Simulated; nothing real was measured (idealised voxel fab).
The following process module bears the name voxel tone inversion.
We display cut, a cross-section 240 nm in width whose square cells are each 5 nm.
Square cells in a grid make up a cross-section in this document, and the grid is given as bands, listed from the top down, each one or more rows of cells.
Each band's line starts with the height of the band's top and of its bottom, in nm. Then come its materials from left to right, each with its width in nm. One material with "full width" fills the band from edge to edge. "air" is empty space.
Counting heights begins at 0, where everything beneath is, in the wafer as received, one material. The lowest band has no bottom; it goes on downwards, as "0 down" shows.
Top row gets the first number, bottom row gets the second, and each row in between changes by the same step: that is how a band width like "30 to 40" works.
Key: "no modifications" - step with no changed cell in the cross-section.
Under "Closed void roster" you'll find the enclosed gaps, the ones with no way out to the top, that are 8 cells or bigger; each reads width x height at distance, with distance counted from the left edge, everything in nm.
Note: text after step settings on the step line = simulator remark on that step.
"overlay nm", when on a step's line for a step with a mask, measures how far to the right of its planned place the mask lay; a negative measure means to the left.
[Process steps foreseen in the plan]
1) RECEIVE (material Si)
2) CONFORMAL_DEP (material SiN; thk nm 10)
3) DIRECTIONAL_DEP (material aC; thk nm 25)
4) PATTERN (tone cover; mask id POSTS; material resist; width nm 20; pitch nm 50; thk nm 35; overlay nm 0)
5) DIRECTIONAL_ETCH (etch materials aC; depth nm 25)
6) STRIP (etch materials resist)
7) FILL_DEP (material lowk; thk nm 5)
8) CMP (height nm 35)
9) STRIP (etch materials aC)
10) CONFORMAL_DEP (material TiN; thk nm 5)
11) FILL_DEP (material Ru; thk nm 10)
12) CMP (height nm 35)
13) CONFORMAL_DEP (material SiN; thk nm 5)
[as received, after step 1]
    0 down: Si full width
    Closed void roster: none
[Cross-section at module end, one run error; start and plan unchanged from above]
    40 to 35: SiN full width
    35 to 15: 40 lowk | 5 TiN | 10 Ru | 5 TiN | 30 lowk | 5 TiN | 10 Ru | 5 TiN | 30 lowk | 5 TiN | 10 Ru | 5 TiN | 30 lowk | 5 TiN | 10 Ru | 5 TiN | 30 lowk
    15 to 10: 40 lowk | 20 TiN | 30 lowk | 20 TiN | 30 lowk | 20 TiN | 30 lowk | 20 TiN | 30 lowk
    10 to 0: SiN full width
    0 down: Si full width
    Closed void roster: none
It is concluded that the wafer was processed incorrectly with respect to the plan, in that the process deviated at step 4: the operation and settings actually run there were PATTERN (tone cover; mask id POSTS; material resist; width nm 20; pitch nm 50; thk nm 35; overlay nm 5)
